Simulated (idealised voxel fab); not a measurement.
process module | voxel self aligned vias
cross-section cut | 235 nm wide | cells 5 nm
A cross-section is a grid of square cells, given in bands from the top down. A band is one or more rows of cells.
Each band's line starts with the height of the band's top and of its bottom, in nm. Then come its materials from left to right, each with its width in nm. One material with "throughout" fills the band from edge to edge. "air" is empty space.
Height 0 is the level under which the wafer as received is all one material. The lowest band goes on downwards, as in "0 down".
A width such as "30 to 40" changes by the same amount from each row of cells to the next, from the band's top row to its bottom row.
"no change" after a step means that no cell of the cross-section changed.
closed voids: empty space of 8 cells or more with no open way to the top, each as width x height at its distance from the left edge, in nm
after a step's settings: what the simulator itself notes on the step
overlay nm, on a step with a mask: how far to the right of its planned place the mask lay; to the left if negative
plan
1 op RECEIVE | material Si
2 op CONFORMAL_DEP | material SiO2 | thk nm 10
3 op CONFORMAL_DEP | material SiCN | thk nm 5
4 op DIRECTIONAL_DEP | material lowk | thk nm 30
5 op PATTERN | tone open | mask id LINES | material resist | width nm 25 | pitch nm 65 | thk nm 15 | overlay nm 0
6 op DIRECTIONAL_ETCH | etch materials lowk | depth nm 30
7 op STRIP | etch materials resist
8 op CONFORMAL_DEP | material TiN | thk nm 5
9 op FILL_DEP | material Ru | thk nm 5
10 op CMP | height nm 45
11 op SELECTIVE_ETCH | etch materials W Ru TiN | depth nm 5
12 op FILL_DEP | material SiN | thk nm 5
13 op CMP | height nm 45
14 op DIRECTIONAL_DEP | material lowk | thk nm 20
15 op MASKED_ETCH | tone open | mask id VIAS | width nm 35 | pitch nm 65 | etch materials lowk | depth nm 20 | overlay nm 0
16 op MASKED_ETCH | tone open | mask id VIAS | width nm 35 | pitch nm 65 | etch materials SiN | depth nm 5 | overlay nm 0
17 op CONFORMAL_DEP | material TiN | thk nm 5
18 op FILL_DEP | material W | thk nm 10
19 op CMP | height nm 65
20 op CONFORMAL_DEP | material SiN | thk nm 5
as received, after step 1
  0 down: Si throughout
  closed voids: none
first wafer at the end, as planned
  70 to 65: SiN throughout
  65 to 50: lowk 35 | TiN 5 | W 25 | TiN 5 | lowk 30 | TiN 5 | W 25 | TiN 5 | lowk 30 | TiN 5 | W 25 | TiN 5 | lowk 35
  50 to 45: lowk 35 | TiN 10 | W 15 | TiN 10 | lowk 30 | TiN 10 | W 15 | TiN 10 | lowk 30 | TiN 10 | W 15 | TiN 10 | lowk 35
  45 to 40: lowk 40 | TiN 25 | lowk 40 | TiN 25 | lowk 40 | TiN 25 | lowk 40
  40 to 20: lowk 40 | TiN 5 | Ru 15 | TiN 5 | lowk 40 | TiN 5 | Ru 15 | TiN 5 | lowk 40 | TiN 5 | Ru 15 | TiN 5 | lowk 40
  20 to 15: lowk 40 | TiN 25 | lowk 40 | TiN 25 | lowk 40 | TiN 25 | lowk 40
  15 to 10: SiCN throughout
  10 to 0: SiO2 throughout
  0 down: Si throughout
  closed voids: none
second wafer at the end: like start, like plan, one mistake
  70 to 65: SiN throughout
  65 to 50: W 30 | TiN 5 | lowk 35 | TiN 5 | W 20 | TiN 5 | lowk 35 | TiN 5 | W 20 | TiN 5 | lowk 35 | TiN 5 | W 30
  50 to 45: TiN 35 | lowk 35 | TiN 30 | lowk 35 | TiN 30 | lowk 35 | TiN 35
  45 to 40: lowk 40 | SiN 25 | lowk 40 | SiN 25 | lowk 40 | SiN 25 | lowk 40
  40 to 20: lowk 40 | TiN 5 | Ru 15 | TiN 5 | lowk 40 | TiN 5 | Ru 15 | TiN 5 | lowk 40 | TiN 5 | Ru 15 | TiN 5 | lowk 40
  20 to 15: lowk 40 | TiN 25 | lowk 40 | TiN 25 | lowk 40 | TiN 25 | lowk 40
  15 to 10: SiCN throughout
  10 to 0: SiO2 throughout
  0 down: Si throughout
  closed voids: none
what went wrong: step 15 ran as: op MASKED_ETCH | tone cover | mask id VIAS | width nm 35 | pitch nm 65 | etch materials lowk | depth nm 20 | overlay nm 0
at the end the second wafer has, in cells: 15 more of SiN | 1 fewer of TiN | 6 more of W | 20 fewer of lowk
